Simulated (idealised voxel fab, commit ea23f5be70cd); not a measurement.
Proc. module: voxel self aligned contacts
Cross-section cut spans 210 nm and uses square cells 5 nm in size.
A cross-section is a grid of square cells, given in bands from the top down. A band is one or more rows of cells. The entry gives the band's vertical extent as a top height and a bottom height in nm, then its horizontal make-up as materials from left to right, each with a width in nm. "empty" stands for empty space; a single material marked "throughout" fills the band edge to edge. Height 0 is the level under which the wafer as received is all one material. The lowest band goes on downwards, as in "0..down". The two numbers in a width such as "30..40" mark its ends across the band: the first belongs to the top row of cells, the second to the bottom row, and from each row to the next the width moves by the same amount. When a step is marked "no change", none of the cells in the cross-section changed during that step. In the "Enclosed empty spaces" entry, you get each enclosed empty space of 8 cells or more, one with no open way to the top, written width x height at distance, distance from the left edge, in nm. Whatever follows a step's settings on its line is a remark the simulator itself makes about that step. A step's line can hold "overlay nm"; with a mask on that step, the setting says how far right of the planned place the mask lay, while a negative setting says it lay to the left.

Steps in the process plan
| 1 | RECEIVE [material Si] |
| 2 | OXIDIZE [depth nm 5] |
| 3 | DIRECTIONAL_DEP [material polySi] [thk nm 30] |
| 4 | DIRECTIONAL_DEP [material SiN] [thk nm 20] |
| 5 | MASKED_ETCH [tone cover] [mask id GATE] [width nm 25] [pitch nm 60] [etch materials SiN] [depth nm 20] [overlay nm 0] |
| 6 | MASKED_ETCH [tone cover] [mask id GATE] [width nm 25] [pitch nm 60] [etch materials polySi] [depth nm 30] [overlay nm 0] |
| 7 | CONFORMAL_DEP [material SiN] [thk nm 10] |
| 8 | DIRECTIONAL_ETCH [etch materials SiN] [depth nm 10] |
| 9 | FILL_DEP [material SiO2] [thk nm 15] |
| 10 | CMP [height nm 60] |
| 11 | MASKED_ETCH [tone open] [mask id CONTACT] [width nm 45] [etch materials SiO2] [depth nm 65] [overlay nm 0] |
| 12 | CONFORMAL_DEP [material TiN] [thk nm 5] |
| 13 | FILL_DEP [material W] [thk nm 10] |
| 14 | CMP [height nm 60] |
| 15 | CONFORMAL_DEP [material SiN] [thk nm 5] |

Cross-section: wafer on arrival = after step 1
0..down: Si throughout
Enclosed empty spaces: none

Run as planned - first of the two wafers cross-sectioned at the end of the module
65..60: SiN throughout
60..50: 80 nm SiO2  5..20 nm TiN  35..5 nm W  5..20 nm TiN  85 nm SiO2
50..30: 50 nm SiO2  45 nm SiN  5 nm TiN  5 nm W  5 nm TiN  45 nm SiN  55 nm SiO2
30..0: 50 nm SiO2  10 nm SiN  25 nm polySi  10 nm SiN  5 nm TiN  5 nm W  5 nm TiN  10 nm SiN  25 nm polySi  10 nm SiN  55 nm SiO2
0..-5: 95 nm SiO2  15 nm TiN  100 nm SiO2
-5..down: Si throughout
Enclosed empty spaces: none

Cross-section, second wafer: same start as the first, same plan as the first, one mistake in running it; taken at the end of the module
65..60: SiN throughout
60..50: 80 nm SiO2  5..20 nm TiN  35..5 nm W  5..20 nm TiN  85 nm SiO2
50..30: 50 nm SiO2  45 nm SiN  5 nm TiN  5 nm W  5 nm TiN  45 nm SiN  55 nm SiO2
30..0: 50 nm SiO2  10 nm SiN  25 nm polySi  10 nm SiN  5 nm TiN  5 nm W  5 nm TiN  10 nm SiN  25 nm polySi  10 nm SiN  55 nm SiO2
0..-5: 95 nm SiO2  15 nm TiN  100 nm SiO2
-5..-15: SiO2 throughout
-15..down: Si throughout
Enclosed empty spaces: none
Short version of what went wrong: so step 2 ended up running with a different setting than we planned, it ran as OXIDIZE [depth nm 15]
Final wafer comparison in cells, second versus first, more or fewer per material: -84 Si, +84 SiO2
